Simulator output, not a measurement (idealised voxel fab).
Presented below is a process module, voxel trench capacitor.
Section shown: cut. Width: 265 nm. Cell size: 5 nm, square.
When this document writes out a cross-section, it uses a grid of square cells and lists it as bands, beginning at the top and moving down, with a band standing for one or more rows of cells. Top, bottom (nm), then materials left to right with widths (nm); lone material tagged "throughout" fills the whole band edge to edge; "empty" = empty space. Heights are measured from 0, the level below which the as-received wafer is all one material; the lowest band has no bottom and continues downward, written as in "from 0 down". A width such as "30->40" changes by the same amount from each row of cells to the next, from the band's top row to its bottom row. "everything unchanged" -> step changed no cross-section cell. "Closed void listing" - sealed voids, min. 8 cells, no opening to top; format: width x height at distance (distance from left edge; nm throughout). Step line, after settings: the simulator's comment on this step. overlay nm: where the mask lay relative to plan, measured to the right, on steps with a mask; negatives go left. Each of the pairs that make up the rest of this document says: here is the cross-section before one process step, here is the cross-section after it, drawn only down to the lowest band that changed, and here, under the pair, is the step lying between them with its settings. Different pairs may come from different runs of this module on the same starting wafer, so a pair continues from the pair above it only where its entry headed "Pre-step snapshot" says so.
Pre-step snapshot:
* from 0 down = Si throughout
* Closed void listing: none
Sectional View, Post-Process:
* from 5 to 0 = SiN throughout
* Under the height 0 nothing was changed.
* Closed void listing: none
Can you name the step between the two cross-sections above? It is op CONFORMAL_DEP | material SiN | thk nm 5
Pre-step snapshot: same picture as after in the pair right above, so we don't repeat it.
Sectional View, Post-Process:
* from 15 to 5 = aC throughout
* Under the height 5 nothing was changed.
* Closed void listing: none
Can you name the step between the two cross-sections above? It is op DIRECTIONAL_DEP | material aC | thk nm 10
Pre-step snapshot: same picture as after in the pair right above, so we don't repeat it.
Sectional View, Post-Process:
* from 45 to 15 = resist=85  empty=30  resist=30  empty=30  resist=90
* Under the height 15 nothing was changed.
* Closed void listing: none
Can you name the step between the two cross-sections above? It is op PATTERN | tone open | mask id TRENCH | material resist | width nm 30 | pitch nm 60 | thk nm 30 | overlay nm 0
Pre-step snapshot: same picture as after in the pair right above, so we don't repeat it.
Sectional View, Post-Process:
* from 35 to 15 = resist=85  empty=30  resist=30  empty=30  resist=90
* from 15 to 5 = aC=85  empty=30  aC=30  empty=30  aC=90
* Under the height 5 nothing was changed.
* Closed void listing: none
Can you name the step between the two cross-sections above? It is op DIRECTIONAL_ETCH | etch materials aC | depth nm 10
Pre-step snapshot: same picture as after in the pair right above, so we don't repeat it.
Sectional View, Post-Process:
* from 15 to 5 = aC=85  empty=30  aC=30  empty=30  aC=90
* Under the height 5 nothing was changed.
* Closed void listing: none
Can you name the step between the two cross-sections above? It is op STRIP | etch materials resist
Pre-step snapshot: same picture as after in the pair right above, so we don't repeat it.
Sectional View, Post-Process:
* from 15 to 5 = aC=85  empty=30  aC=30  empty=30  aC=90
* from 5 to 0 = SiN=85  empty=30  SiN=30  empty=30  SiN=90
* Under the height 0 nothing was changed.
* Closed void listing: none
Can you name the step between the two cross-sections above? It is op DIRECTIONAL_ETCH | etch materials SiN | depth nm 5
Pre-step snapshot: same picture as after in the pair right above, so we don't repeat it.
Sectional View, Post-Process:
* from 15 to 5 = aC=85  empty=30  aC=30  empty=30  aC=90
* from 5 to 0 = SiN=85  empty=30  SiN=30  empty=30  SiN=90
* from 0 to -40 = Si=85  empty=30  Si=30  empty=30  Si=90
* Under the height -40 nothing was changed.
* Closed void listing: none
Can you name the step between the two cross-sections above? It is op DIRECTIONAL_ETCH | etch materials Si | depth nm 40
Pre-step snapshot: same picture as after in the pair right above, so we don't repeat it.
Sectional View, Post-Process:
* from 5 to 0 = SiN=85  empty=30  SiN=30  empty=30  SiN=90
* Under the height 0 nothing was changed.
* Closed void listing: none
Can you name the step between the two cross-sections above? It is op STRIP | etch materials aC
Pre-step snapshot: same picture as after in the pair right above, so we don't repeat it.
Sectional View, Post-Process:
* from 10 to 5 = HfO2=90  empty=20  HfO2=40  empty=20  HfO2=95
* from 5 to 0 = SiN=85  HfO2=5  empty=20  HfO2=5  SiN=30  HfO2=5  empty=20  HfO2=5  SiN=90
* from 0 to -35 = Si=85  HfO2=5  empty=20  HfO2=5  Si=30  HfO2=5  empty=20  HfO2=5  Si=90
* from -35 to -40 = Si=85  HfO2=30  Si=30  HfO2=30  Si=90
* Under the height -40 nothing was changed.
* Closed void listing: none
Can you name the step between the two cross-sections above? It is op CONFORMAL_DEP | material HfO2 | thk nm 5
Pre-step snapshot: same picture as after in the pair right above, so we don't repeat it.
Sectional View, Post-Process:
* from 15 to 10 = TiN=95  empty=10  TiN=50  empty=10  TiN=100
* from 10 to 5 = HfO2=90  TiN=5  empty=10  TiN=5  HfO2=40  TiN=5  empty=10  TiN=5  HfO2=95
* from 5 to 0 = SiN=85  HfO2=5  TiN=5  empty=10  TiN=5  HfO2=5  SiN=30  HfO2=5  TiN=5  empty=10  TiN=5  HfO2=5  SiN=90
* from 0 to -30 = Si=85  HfO2=5  TiN=5  empty=10  TiN=5  HfO2=5  Si=30  HfO2=5  TiN=5  empty=10  TiN=5  HfO2=5  Si=90
* from -30 to -35 = Si=85  HfO2=5  TiN=20  HfO2=5  Si=30  HfO2=5  TiN=20  HfO2=5  Si=90
* Under the height -35 nothing was changed.
* Closed void listing: none
Can you name the step between the two cross-sections above? It is op CONFORMAL_DEP | material TiN | thk nm 5
Pre-step snapshot: same picture as after in the pair right above, so we don't repeat it.
Sectional View, Post-Process:
* from 20 to 15 = W throughout
* from 15 to 10 = TiN=95  W=10  TiN=50  W=10  TiN=100
* from 10 to 5 = HfO2=90  TiN=5  W=10  TiN=5  HfO2=40  TiN=5  W=10  TiN=5  HfO2=95
* from 5 to 0 = SiN=85  HfO2=5  TiN=5  W=10  TiN=5  HfO2=5  SiN=30  HfO2=5  TiN=5  W=10  TiN=5  HfO2=5  SiN=90
* from 0 to -30 = Si=85  HfO2=5  TiN=5  W=10  TiN=5  HfO2=5  Si=30  HfO2=5  TiN=5  W=10  TiN=5  HfO2=5  Si=90
* Under the height -30 nothing was changed.
* Closed void listing: none
Can you name the step between the two cross-sections above? It is op FILL_DEP | material W | thk nm 5
Pre-step snapshot: same picture as after in the pair right above, so we don't repeat it.
Sectional View, Post-Process:
* from 5 to 0 = SiN=85  HfO2=5  TiN=5  W=10  TiN=5  HfO2=5  SiN=30  HfO2=5  TiN=5  W=10  TiN=5  HfO2=5  SiN=90
* Under the height 0 nothing was changed.
* Closed void listing: none
Can you name the step between the two cross-sections above? It is op CMP | height nm 5
Pre-step snapshot:
* from 15 to 5 = aC=85  empty=30  aC=30  empty=30  aC=90
* from 5 to 0 = SiN=85  empty=30  SiN=30  empty=30  SiN=90
* from 0 to -40 = Si=85  empty=30  Si=30  empty=30  Si=90
* from -40 down = Si throughout
* Closed void listing: none
Sectional View, Post-Process:
* from 15 to 5 = aC=85  empty=30  aC=30  empty=30  aC=90
* from 5 to 0 = SiN=85  empty=30  SiN=30  empty=30  SiN=90
* from 0 to -80 = Si=85  empty=30  Si=30  empty=30  Si=90
* Under the height -80 nothing was changed.
* Closed void listing: none
Can you name the step between the two cross-sections above? It is op DIRECTIONAL_ETCH | etch materials Si | depth nm 40
Pre-step snapshot: same picture as after in the pair right above, so we don't repeat it.
Sectional View, Post-Process:
* from 5 to 0 = SiN=85  empty=30  SiN=30  empty=30  SiN=90
* Under the height 0 nothing was changed.
* Closed void listing: none
Can you name the step between the two cross-sections above? It is op STRIP | etch materials aC
Pre-step snapshot: same picture as after in the pair right above, so we don't repeat it.
Sectional View, Post-Process:
* from 10 to 5 = HfO2=90  empty=20  HfO2=40  empty=20  HfO2=95
* from 5 to 0 = SiN=85  HfO2=5  empty=20  HfO2=5  SiN=30  HfO2=5  empty=20  HfO2=5  SiN=90
* from 0 to -75 = Si=85  HfO2=5  empty=20  HfO2=5  Si=30  HfO2=5  empty=20  HfO2=5  Si=90
* from -75 to -80 = Si=85  HfO2=30  Si=30  HfO2=30  Si=90
* Under the height -80 nothing was changed.
* Closed void listing: none
Can you name the step between the two cross-sections above? It is op CONFORMAL_DEP | material HfO2 | thk nm 5
Pre-step snapshot: same picture as after in the pair right above, so we don't repeat it.
Sectional View, Post-Process:
* from 15 to 10 = TiN=95  empty=10  TiN=50  empty=10  TiN=100
* from 10 to 5 = HfO2=90  TiN=5  empty=10  TiN=5  HfO2=40  TiN=5  empty=10  TiN=5  HfO2=95
* from 5 to 0 = SiN=85  HfO2=5  TiN=5  empty=10  TiN=5  HfO2=5  SiN=30  HfO2=5  TiN=5  empty=10  TiN=5  HfO2=5  SiN=90
* from 0 to -70 = Si=85  HfO2=5  TiN=5  empty=10  TiN=5  HfO2=5  Si=30  HfO2=5  TiN=5  empty=10  TiN=5  HfO2=5  Si=90
* from -70 to -75 = Si=85  HfO2=5  TiN=20  HfO2=5  Si=30  HfO2=5  TiN=20  HfO2=5  Si=90
* Under the height -75 nothing was changed.
* Closed void listing: none
Can you name the step between the two cross-sections above? It is op CONFORMAL_DEP | material TiN | thk nm 5
Pre-step snapshot: same picture as after in the pair right above, so we don't repeat it.
Sectional View, Post-Process:
* from 20 to 15 = W throughout
* from 15 to 10 = TiN=95  W=10  TiN=50  W=10  TiN=100
* from 10 to 5 = HfO2=90  TiN=5  W=10  TiN=5  HfO2=40  TiN=5  W=10  TiN=5  HfO2=95
* from 5 to 0 = SiN=85  HfO2=5  TiN=5  W=10  TiN=5  HfO2=5  SiN=30  HfO2=5  TiN=5  W=10  TiN=5  HfO2=5  SiN=90
* from 0 to -70 = Si=85  HfO2=5  TiN=5  W=10  TiN=5  HfO2=5  Si=30  HfO2=5  TiN=5  W=10  TiN=5  HfO2=5  Si=90
* Under the height -70 nothing was changed.
* Closed void listing: none
Can you name the step between the two cross-sections above? It is op FILL_DEP | material W | thk nm 5
Pre-step snapshot: same picture as after in the pair right above, so we don't repeat it.
Sectional View, Post-Process:
* from 5 to 0 = SiN=85  HfO2=5  TiN=5  W=10  TiN=5  HfO2=5  SiN=30  HfO2=5  TiN=5  W=10  TiN=5  HfO2=5  SiN=90
* Under the height 0 nothing was changed.
* Closed void listing: none
Can you name the step between the two cross-sections above? It is op CMP | height nm 5
Pre-step snapshot:
* from 5 to 0 = SiN=85  empty=30  SiN=30  empty=30  SiN=90
* from 0 to -40 = Si=85  empty=30  Si=30  empty=30  Si=90
* from -40 down = Si throughout
* Closed void listing: none
Sectional View, Post-Process:
* from 10 to 5 = TiN=90  empty=20  TiN=40  empty=20  TiN=95
* from 5 to 0 = SiN=85  TiN=5  empty=20  TiN=5  SiN=30  TiN=5  empty=20  TiN=5  SiN=90
* from 0 to -35 = Si=85  TiN=5  empty=20  TiN=5  Si=30  TiN=5  empty=20  TiN=5  Si=90
* from -35 to -40 = Si=85  TiN=30  Si=30  TiN=30  Si=90
* Under the height -40 nothing was changed.
* Closed void listing: none
Can you name the step between the two cross-sections above? It is op CONFORMAL_DEP | material TiN | thk nm 5
Pre-step snapshot: same picture as after in the pair right above, so we don't repeat it.
Sectional View, Post-Process:
* from 15 to 10 = HfO2=95  empty=10  HfO2=50  empty=10  HfO2=100
* from 10 to 5 = TiN=90  HfO2=5  empty=10  HfO2=5  TiN=40  HfO2=5  empty=10  HfO2=5  TiN=95
* from 5 to 0 = SiN=85  TiN=5  HfO2=5  empty=10  HfO2=5  TiN=5  SiN=30  TiN=5  HfO2=5  empty=10  HfO2=5  TiN=5  SiN=90
* from 0 to -30 = Si=85  TiN=5  HfO2=5  empty=10  HfO2=5  TiN=5  Si=30  TiN=5  HfO2=5  empty=10  HfO2=5  TiN=5  Si=90
* from -30 to -35 = Si=85  TiN=5  HfO2=20  TiN=5  Si=30  TiN=5  HfO2=20  TiN=5  Si=90
* Under the height -35 nothing was changed.
* Closed void listing: none
Can you name the step between the two cross-sections above? It is op CONFORMAL_DEP | material HfO2 | thk nm 5
Pre-step snapshot: same picture as after in the pair right above, so we don't repeat it.
Sectional View, Post-Process:
* from 20 to 15 = W throughout
* from 15 to 10 = HfO2=95  W=10  HfO2=50  W=10  HfO2=100
* from 10 to 5 = TiN=90  HfO2=5  W=10  HfO2=5  TiN=40  HfO2=5  W=10  HfO2=5  TiN=95
* from 5 to 0 = SiN=85  TiN=5  HfO2=5  W=10  HfO2=5  TiN=5  SiN=30  TiN=5  HfO2=5  W=10  HfO2=5  TiN=5  SiN=90
* from 0 to -30 = Si=85  TiN=5  HfO2=5  W=10  HfO2=5  TiN=5  Si=30  TiN=5  HfO2=5  W=10  HfO2=5  TiN=5  Si=90
* Under the height -30 nothing was changed.
* Closed void listing: none
Can you name the step between the two cross-sections above? It is op FILL_DEP | material W | thk nm 5
Pre-step snapshot: same picture as after in the pair right above, so we don't repeat it.
Sectional View, Post-Process:
* from 5 to 0 = SiN=85  TiN=5  HfO2=5  W=10  HfO2=5  TiN=5  SiN=30  TiN=5  HfO2=5  W=10  HfO2=5  TiN=5  SiN=90
* Under the height 0 nothing was changed.
* Closed void listing: none
Can you name the step between the two cross-sections above? It is op CMP | height nm 5
Pre-step snapshot:
* from 15 to 5 = aC=85  empty=30  aC=30  empty=30  aC=90
* from 5 to 0 = SiN=85  empty=30  SiN=30  empty=30  SiN=90
* from 0 down = Si throughout
* Closed void listing: none
Sectional View, Post-Process:
* from 15 to 5 = aC=85  empty=30  aC=30  empty=30  aC=90
* from 5 to 0 = SiN=85  empty=30  SiN=30  empty=30  SiN=90
* from 0 to -50 = Si=85  empty=30  Si=30  empty=30  Si=90
* Under the height -50 nothing was changed.
* Closed void listing: none
Can you name the step between the two cross-sections above? It is op DIRECTIONAL_ETCH | etch materials Si | depth nm 50
Pre-step snapshot: same picture as after in the pair right above, so we don't repeat it.
Sectional View, Post-Process:
* from 5 to 0 = SiN=85  empty=30  SiN=30  empty=30  SiN=90
* Under the height 0 nothing was changed.
* Closed void listing: none
Can you name the step between the two cross-sections above? It is op STRIP | etch materials aC
Pre-step snapshot: same picture as after in the pair right above, so we don't repeat it.
Sectional View, Post-Process:
* from 10 to 5 = HfO2=90  empty=20  HfO2=40  empty=20  HfO2=95
* from 5 to 0 = SiN=85  HfO2=5  empty=20  HfO2=5  SiN=30  HfO2=5  empty=20  HfO2=5  SiN=90
* from 0 to -45 = Si=85  HfO2=5  empty=20  HfO2=5  Si=30  HfO2=5  empty=20  HfO2=5  Si=90
* from -45 to -50 = Si=85  HfO2=30  Si=30  HfO2=30  Si=90
* Under the height -50 nothing was changed.
* Closed void listing: none
Can you name the step between the two cross-sections above? It is op CONFORMAL_DEP | material HfO2 | thk nm 5
Pre-step snapshot: same picture as after in the pair right above, so we don't repeat it.
Sectional View, Post-Process:
* from 15 to 10 = TiN=95  empty=10  TiN=50  empty=10  TiN=100
* from 10 to 5 = HfO2=90  TiN=5  empty=10  TiN=5  HfO2=40  TiN=5  empty=10  TiN=5  HfO2=95
* from 5 to 0 = SiN=85  HfO2=5  TiN=5  empty=10  TiN=5  HfO2=5  SiN=30  HfO2=5  TiN=5  empty=10  TiN=5  HfO2=5  SiN=90
* from 0 to -40 = Si=85  HfO2=5  TiN=5  empty=10  TiN=5  HfO2=5  Si=30  HfO2=5  TiN=5  empty=10  TiN=5  HfO2=5  Si=90
* from -40 to -45 = Si=85  HfO2=5  TiN=20  HfO2=5  Si=30  HfO2=5  TiN=20  HfO2=5  Si=90
* Under the height -45 nothing was changed.
* Closed void listing: none
Can you name the step between the two cross-sections above? It is op CONFORMAL_DEP | material TiN | thk nm 5
Pre-step snapshot: same picture as after in the pair right above, so we don't repeat it.
Sectional View, Post-Process:
* from 20 to 15 = W throughout
* from 15 to 10 = TiN=95  W=10  TiN=50  W=10  TiN=100
* from 10 to 5 = HfO2=90  TiN=5  W=10  TiN=5  HfO2=40  TiN=5  W=10  TiN=5  HfO2=95
* from 5 to 0 = SiN=85  HfO2=5  TiN=5  W=10  TiN=5  HfO2=5  SiN=30  HfO2=5  TiN=5  W=10  TiN=5  HfO2=5  SiN=90
* from 0 to -40 = Si=85  HfO2=5  TiN=5  W=10  TiN=5  HfO2=5  Si=30  HfO2=5  TiN=5  W=10  TiN=5  HfO2=5  Si=90
* Under the height -40 nothing was changed.
* Closed void listing: none
Can you name the step between the two cross-sections above? It is op FILL_DEP | material W | thk nm 5
Pre-step snapshot: same picture as after in the pair right above, so we don't repeat it.
Sectional View, Post-Process:
* from 5 to 0 = SiN=85  HfO2=5  TiN=5  W=10  TiN=5  HfO2=5  SiN=30  HfO2=5  TiN=5  W=10  TiN=5  HfO2=5  SiN=90
* Under the height 0 nothing was changed.
* Closed void listing: none
Can you name the step between the two cross-sections above? It is op CMP | height nm 5
Pre-step snapshot:
* from 15 to 5 = aC throughout
* from 5 to 0 = SiN throughout
* from 0 down = Si throughout
* Closed void listing: none
Sectional View, Post-Process:
* from 45 to 15 = resist=85  empty=35  resist=25  empty=35  resist=85
* Under the height 15 nothing was changed.
* Closed void listing: none
Can you name the step between the two cross-sections above? It is op PATTERN | tone open | mask id TRENCH | material resist | width nm 35 | pitch nm 60 | thk nm 30 | overlay nm 0
Pre-step snapshot: same picture as after in the pair right above, so we don't repeat it.
Sectional View, Post-Process:
* from 35 to 15 = resist=85  empty=35  resist=25  empty=35  resist=85
* from 15 to 5 = aC=85  empty=35  aC=25  empty=35  aC=85
* Under the height 5 nothing was changed.
* Closed void listing: none
Can you name the step between the two cross-sections above? It is op DIRECTIONAL_ETCH | etch materials aC | depth nm 10
Pre-step snapshot: same picture as after in the pair right above, so we don't repeat it.
Sectional View, Post-Process:
* from 15 to 5 = aC=85  empty=35  aC=25  empty=35  aC=85
* Under the height 5 nothing was changed.
* Closed void listing: none
Can you name the step between the two cross-sections above? It is op STRIP | etch materials resist
Pre-step snapshot: same picture as after in the pair right above, so we don't repeat it.
Sectional View, Post-Process:
* from 15 to 5 = aC=85  empty=35  aC=25  empty=35  aC=85
* from 5 to 0 = SiN=85  empty=35  SiN=25  empty=35  SiN=85
* Under the height 0 nothing was changed.
* Closed void listing: none
Can you name the step between the two cross-sections above? It is op DIRECTIONAL_ETCH | etch materials SiN | depth nm 5
Pre-step snapshot: same picture as after in the pair right above, so we don't repeat it.
Sectional View, Post-Process:
* from 15 to 5 = aC=85  empty=35  aC=25  empty=35  aC=85
* from 5 to 0 = SiN=85  empty=35  SiN=25  empty=35  SiN=85
* from 0 to -40 = Si=85  empty=35  Si=25  empty=35  Si=85
* Under the height -40 nothing was changed.
* Closed void listing: none
Can you name the step between the two cross-sections above? It is op DIRECTIONAL_ETCH | etch materials Si | depth nm 40
Pre-step snapshot: same picture as after in the pair right above, so we don't repeat it.
Sectional View, Post-Process:
* from 5 to 0 = SiN=85  empty=35  SiN=25  empty=35  SiN=85
* Under the height 0 nothing was changed.
* Closed void listing: none
Can you name the step between the two cross-sections above? It is op STRIP | etch materials aC
Pre-step snapshot: same picture as after in the pair right above, so we don't repeat it.
Sectional View, Post-Process:
* from 10 to 5 = HfO2=90  empty=25  HfO2=35  empty=25  HfO2=90
* from 5 to 0 = SiN=85  HfO2=5  empty=25  HfO2=5  SiN=25  HfO2=5  empty=25  HfO2=5  SiN=85
* from 0 to -35 = Si=85  HfO2=5  empty=25  HfO2=5  Si=25  HfO2=5  empty=25  HfO2=5  Si=85
* from -35 to -40 = Si=85  HfO2=35  Si=25  HfO2=35  Si=85
* Under the height -40 nothing was changed.
* Closed void listing: none
Can you name the step between the two cross-sections above? It is op CONFORMAL_DEP | material HfO2 | thk nm 5
Pre-step snapshot: same picture as after in the pair right above, so we don't repeat it.
Sectional View, Post-Process:
* from 15 to 10 = TiN=95  empty=15  TiN=45  empty=15  TiN=95
* from 10 to 5 = HfO2=90  TiN=5  empty=15  TiN=5  HfO2=35  TiN=5  empty=15  TiN=5  HfO2=90
* from 5 to 0 = SiN=85  HfO2=5  TiN=5  empty=15  TiN=5  HfO2=5  SiN=25  HfO2=5  TiN=5  empty=15  TiN=5  HfO2=5  SiN=85
* from 0 to -30 = Si=85  HfO2=5  TiN=5  empty=15  TiN=5  HfO2=5  Si=25  HfO2=5  TiN=5  empty=15  TiN=5  HfO2=5  Si=85
* from -30 to -35 = Si=85  HfO2=5  TiN=25  HfO2=5  Si=25  HfO2=5  TiN=25  HfO2=5  Si=85
* Under the height -35 nothing was changed.
* Closed void listing: none
Can you name the step between the two cross-sections above? It is op CONFORMAL_DEP | material TiN | thk nm 5
Pre-step snapshot: same picture as after in the pair right above, so we don't repeat it.
Sectional View, Post-Process:
* from 20 to 15 = W throughout
* from 15 to 10 = TiN=95  W=15  TiN=45  W=15  TiN=95
* from 10 to 5 = HfO2=90  TiN=5  W=15  TiN=5  HfO2=35  TiN=5  W=15  TiN=5  HfO2=90
* from 5 to 0 = SiN=85  HfO2=5  TiN=5  W=15  TiN=5  HfO2=5  SiN=25  HfO2=5  TiN=5  W=15  TiN=5  HfO2=5  SiN=85
* from 0 to -30 = Si=85  HfO2=5  TiN=5  W=15  TiN=5  HfO2=5  Si=25  HfO2=5  TiN=5  W=15  TiN=5  HfO2=5  Si=85
* Under the height -30 nothing was changed.
* Closed void listing: none
Can you name the step between the two cross-sections above? It is op FILL_DEP | material W | thk nm 5
Pre-step snapshot: same picture as after in the pair right above, so we don't repeat it.
Sectional View, Post-Process:
* from 5 to 0 = SiN=85  HfO2=5  TiN=5  W=15  TiN=5  HfO2=5  SiN=25  HfO2=5  TiN=5  W=15  TiN=5  HfO2=5  SiN=85
* Under the height 0 nothing was changed.
* Closed void listing: none
Can you name the step between the two cross-sections above? It is op CMP | height nm 5
Pre-step snapshot:
* from 15 to 5 = aC throughout
* from 5 to 0 = SiN throughout
* from 0 down = Si throughout
* Closed void listing: none
Sectional View, Post-Process:
* from 45 to 15 = resist=80  empty=30  resist=30  empty=30  resist=95
* Under the height 15 nothing was changed.
* Closed void listing: none
Can you name the step between the two cross-sections above? It is op PATTERN | tone open | mask id TRENCH | material resist | width nm 30 | pitch nm 60 | thk nm 30 | overlay nm -5
Pre-step snapshot: same picture as after in the pair right above, so we don't repeat it.
Sectional View, Post-Process:
* from 35 to 15 = resist=80  empty=30  resist=30  empty=30  resist=95
* from 15 to 5 = aC=80  empty=30  aC=30  empty=30  aC=95
* Under the height 5 nothing was changed.
* Closed void listing: none
Can you name the step between the two cross-sections above? It is op DIRECTIONAL_ETCH | etch materials aC | depth nm 10
Pre-step snapshot: same picture as after in the pair right above, so we don't repeat it.
Sectional View, Post-Process:
* from 15 to 5 = aC=80  empty=30  aC=30  empty=30  aC=95
* Under the height 5 nothing was changed.
* Closed void listing: none
Can you name the step between the two cross-sections above? It is op STRIP | etch materials resist
Pre-step snapshot: same picture as after in the pair right above, so we don't repeat it.
Sectional View, Post-Process:
* from 15 to 5 = aC=80  empty=30  aC=30  empty=30  aC=95
* from 5 to 0 = SiN=80  empty=30  SiN=30  empty=30  SiN=95
* Under the height 0 nothing was changed.
* Closed void listing: none
Can you name the step between the two cross-sections above? It is op DIRECTIONAL_ETCH | etch materials SiN | depth nm 5
Pre-step snapshot: same picture as after in the pair right above, so we don't repeat it.
Sectional View, Post-Process:
* from 15 to 5 = aC=80  empty=30  aC=30  empty=30  aC=95
* from 5 to 0 = SiN=80  empty=30  SiN=30  empty=30  SiN=95
* from 0 to -40 = Si=80  empty=30  Si=30  empty=30  Si=95
* Under the height -40 nothing was changed.
* Closed void listing: none
Can you name the step between the two cross-sections above? It is op DIRECTIONAL_ETCH | etch materials Si | depth nm 40
Pre-step snapshot: same picture as after in the pair right above, so we don't repeat it.
Sectional View, Post-Process:
* from 5 to 0 = SiN=80  empty=30  SiN=30  empty=30  SiN=95
* Under the height 0 nothing was changed.
* Closed void listing: none
Can you name the step between the two cross-sections above? It is op STRIP | etch materials aC
Pre-step snapshot: same picture as after in the pair right above, so we don't repeat it.
Sectional View, Post-Process:
* from 10 to 5 = HfO2=85  empty=20  HfO2=40  empty=20  HfO2=100
* from 5 to 0 = SiN=80  HfO2=5  empty=20  HfO2=5  SiN=30  HfO2=5  empty=20  HfO2=5  SiN=95
* from 0 to -35 = Si=80  HfO2=5  empty=20  HfO2=5  Si=30  HfO2=5  empty=20  HfO2=5  Si=95
* from -35 to -40 = Si=80  HfO2=30  Si=30  HfO2=30  Si=95
* Under the height -40 nothing was changed.
* Closed void listing: none
Can you name the step between the two cross-sections above? It is op CONFORMAL_DEP | material HfO2 | thk nm 5
Pre-step snapshot: same picture as after in the pair right above, so we don't repeat it.
Sectional View, Post-Process:
* from 15 to 10 = TiN=90  empty=10  TiN=50  empty=10  TiN=105
* from 10 to 5 = HfO2=85  TiN=5  empty=10  TiN=5  HfO2=40  TiN=5  empty=10  TiN=5  HfO2=100
* from 5 to 0 = SiN=80  HfO2=5  TiN=5  empty=10  TiN=5  HfO2=5  SiN=30  HfO2=5  TiN=5  empty=10  TiN=5  HfO2=5  SiN=95
* from 0 to -30 = Si=80  HfO2=5  TiN=5  empty=10  TiN=5  HfO2=5  Si=30  HfO2=5  TiN=5  empty=10  TiN=5  HfO2=5  Si=95
* from -30 to -35 = Si=80  HfO2=5  TiN=20  HfO2=5  Si=30  HfO2=5  TiN=20  HfO2=5  Si=95
* Under the height -35 nothing was changed.
* Closed void listing: none
Can you name the step between the two cross-sections above? It is op CONFORMAL_DEP | material TiN | thk nm 5
Pre-step snapshot: same picture as after in the pair right above, so we don't repeat it.
Sectional View, Post-Process:
* from 20 to 15 = W throughout
* from 15 to 10 = TiN=90  W=10  TiN=50  W=10  TiN=105
* from 10 to 5 = HfO2=85  TiN=5  W=10  TiN=5  HfO2=40  TiN=5  W=10  TiN=5  HfO2=100
* from 5 to 0 = SiN=80  HfO2=5  TiN=5  W=10  TiN=5  HfO2=5  SiN=30  HfO2=5  TiN=5  W=10  TiN=5  HfO2=5  SiN=95
* from 0 to -30 = Si=80  HfO2=5  TiN=5  W=10  TiN=5  HfO2=5  Si=30  HfO2=5  TiN=5  W=10  TiN=5  HfO2=5  Si=95
* Under the height -30 nothing was changed.
* Closed void listing: none
Can you name the step between the two cross-sections above? It is op FILL_DEP | material W | thk nm 5
Pre-step snapshot: same picture as after in the pair right above, so we don't repeat it.
Sectional View, Post-Process:
* from 5 to 0 = SiN=80  HfO2=5  TiN=5  W=10  TiN=5  HfO2=5  SiN=30  HfO2=5  TiN=5  W=10  TiN=5  HfO2=5  SiN=95
* Under the height 0 nothing was changed.
* Closed void listing: none
Can you name the step between the two cross-sections above? It is op CMP | height nm 5
Pre-step snapshot:
* from 10 to 5 = HfO2=90  empty=20  HfO2=40  empty=20  HfO2=95
* from 5 to 0 = SiN=85  HfO2=5  empty=20  HfO2=5  SiN=30  HfO2=5  empty=20  HfO2=5  SiN=90
* from 0 to -35 = Si=85  HfO2=5  empty=20  HfO2=5  Si=30  HfO2=5  empty=20  HfO2=5  Si=90
* from -35 to -40 = Si=85  HfO2=30  Si=30  HfO2=30  Si=90
* from -40 down = Si throughout
* Closed void listing: none
Sectional View, Post-Process:
* from 15 to 5 = HfO2=95  empty=10  HfO2=50  empty=10  HfO2=100
* from 5 to 0 = SiN=85  HfO2=10  empty=10  HfO2=10  SiN=30  HfO2=10  empty=10  HfO2=10  SiN=90
* from 0 to -30 = Si=85  HfO2=10  empty=10  HfO2=10  Si=30  HfO2=10  empty=10  HfO2=10  Si=90
* from -30 to -40 = Si=85  HfO2=30  Si=30  HfO2=30  Si=90
* Under the height -40 nothing was changed.
* Closed void listing: none
Can you name the step between the two cross-sections above? It is op CONFORMAL_DEP | material HfO2 | thk nm 5
Pre-step snapshot: same picture as after in the pair right above, so we don't repeat it.
Sectional View, Post-Process:
* from 20 to 15 = W throughout
* from 15 to 5 = HfO2=95  W=10  HfO2=50  W=10  HfO2=100
* from 5 to 0 = SiN=85  HfO2=10  W=10  HfO2=10  SiN=30  HfO2=10  W=10  HfO2=10  SiN=90
* from 0 to -30 = Si=85  HfO2=10  W=10  HfO2=10  Si=30  HfO2=10  W=10  HfO2=10  Si=90
* Under the height -30 nothing was changed.
* Closed void listing: none
Can you name the step between the two cross-sections above? It is op FILL_DEP | material W | thk nm 5
Pre-step snapshot: same picture as after in the pair right above, so we don't repeat it.
Sectional View, Post-Process:
* from 5 to 0 = SiN=85  HfO2=10  W=10  HfO2=10  SiN=30  HfO2=10  W=10  HfO2=10  SiN=90
* Under the height 0 nothing was changed.
* Closed void listing: none
Can you name the step between the two cross-sections above? It is op CMP | height nm 5
Pre-step snapshot:
* from 15 to 5 = aC throughout
* from 5 to 0 = SiN throughout
* from 0 down = Si throughout
* Closed void listing: none
Sectional View, Post-Process:
* from 45 to 15 = empty=85  resist=30  empty=30  resist=30  empty=90
* Under the height 15 nothing was changed.
* Closed void listing: none
Can you name the step between the two cross-sections above? It is op PATTERN | tone cover | mask id TRENCH | material resist | width nm 30 | pitch nm 60 | thk nm 30 | overlay nm 0
Pre-step snapshot: same picture as after in the pair right above, so we don't repeat it.
Sectional View, Post-Process:
* from 35 to 15 = empty=85  resist=30  empty=30  resist=30  empty=90
* from 15 to 5 = empty=85  aC=30  empty=30  aC=30  empty=90
* Under the height 5 nothing was changed.
* Closed void listing: none
Can you name the step between the two cross-sections above? It is op DIRECTIONAL_ETCH | etch materials aC | depth nm 10
Pre-step snapshot: same picture as after in the pair right above, so we don't repeat it.
Sectional View, Post-Process:
* from 15 to 5 = empty=85  aC=30  empty=30  aC=30  empty=90
* Under the height 5 nothing was changed.
* Closed void listing: none
Can you name the step between the two cross-sections above? It is op STRIP | etch materials resist
Pre-step snapshot: same picture as after in the pair right above, so we don't repeat it.
Sectional View, Post-Process:
* from 15 to 5 = empty=85  aC=30  empty=30  aC=30  empty=90
* from 5 to 0 = empty=85  SiN=30  empty=30  SiN=30  empty=90
* Under the height 0 nothing was changed.
* Closed void listing: none
Can you name the step between the two cross-sections above? It is op DIRECTIONAL_ETCH | etch materials SiN | depth nm 5
Pre-step snapshot: same picture as after in the pair right above, so we don't repeat it.
Sectional View, Post-Process:
* from 15 to 5 = empty=85  aC=30  empty=30  aC=30  empty=90
* from 5 to 0 = empty=85  SiN=30  empty=30  SiN=30  empty=90
* from 0 to -40 = empty=85  Si=30  empty=30  Si=30  empty=90
* Under the height -40 nothing was changed.
* Closed void listing: none
Can you name the step between the two cross-sections above? It is op DIRECTIONAL_ETCH | etch materials Si | depth nm 40
